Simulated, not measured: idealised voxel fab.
process module | voxel self aligned contacts
cross-section cut | 170 nm wide | cells 5 nm
A cross-section is a grid of square cells, given in bands from the top down. A band is one or more rows of cells.
Each band's line starts with the height of the band's top and of its bottom, in nm. Then come its materials from left to right, each with its width in nm. One material with "throughout" fills the band from edge to edge. "air" is empty space.
Height 0 is the level under which the wafer as received is all one material. The lowest band goes on downwards, as in "0 down".
A width such as "30 to 40" changes by the same amount from each row of cells to the next, from the band's top row to its bottom row.
"no change" after a step means that no cell of the cross-section changed.
closed voids: empty space of 8 cells or more with no open way to the top, each as width x height at its distance from the left edge, in nm
after a step's settings: what the simulator itself notes on the step
overlay nm, on a step with a mask: how far to the right of its planned place the mask lay; to the left if negative
plan
1 op RECEIVE | material Si
2 op CONFORMAL_DEP | material SiO2 | thk nm 5
3 op DIRECTIONAL_DEP | material polySi | thk nm 30
4 op DIRECTIONAL_DEP | material SiN | thk nm 20
5 op MASKED_ETCH | tone cover | mask id GATE | width nm 35 | pitch nm 70 | etch materials SiN | depth nm 20 | overlay nm 0
6 op MASKED_ETCH | tone cover | mask id GATE | width nm 35 | pitch nm 70 | etch materials polySi | depth nm 30 | overlay nm 0
7 op CONFORMAL_DEP | material SiN | thk nm 5
8 op DIRECTIONAL_ETCH | etch materials SiN | depth nm 5
9 op FILL_DEP | material SiO2 | thk nm 20
10 op CMP | height nm 65
11 op MASKED_ETCH | tone open | mask id CONTACT | width nm 45 | etch materials SiO2 | depth nm 65 | overlay nm 0
12 op CONFORMAL_DEP | material TiN | thk nm 5
13 op FILL_DEP | material Ru | thk nm 10
14 op CMP | height nm 65
15 op CONFORMAL_DEP | material SiCN | thk nm 5
as received, after step 1
  0 down: Si throughout
  closed voids: none
a wafer at the end: this start, this plan, one mistake
  70 to 65: SiCN throughout
  65 to 55: SiO2 60 | TiN 5 to 15 | Ru 35 to 15 | TiN 5 to 15 | SiO2 65
  55 to 30: SiO2 25 | SiN 5 | polySi 35 | SiN 5 | TiN 5 | Ru 15 | TiN 5 | SiN 5 | polySi 35 | SiN 5 | SiO2 30
  30 to 25: SiO2 25 | SiN 5 | polySi 35 | SiN 5 | TiN 25 | SiN 5 | polySi 35 | SiN 5 | SiO2 30
  25 to 5: polySi throughout
  5 to 0: SiO2 throughout
  0 down: Si throughout
  closed voids: none
what went wrong: step 4 ran as: op DIRECTIONAL_DEP | material polySi | thk nm 20
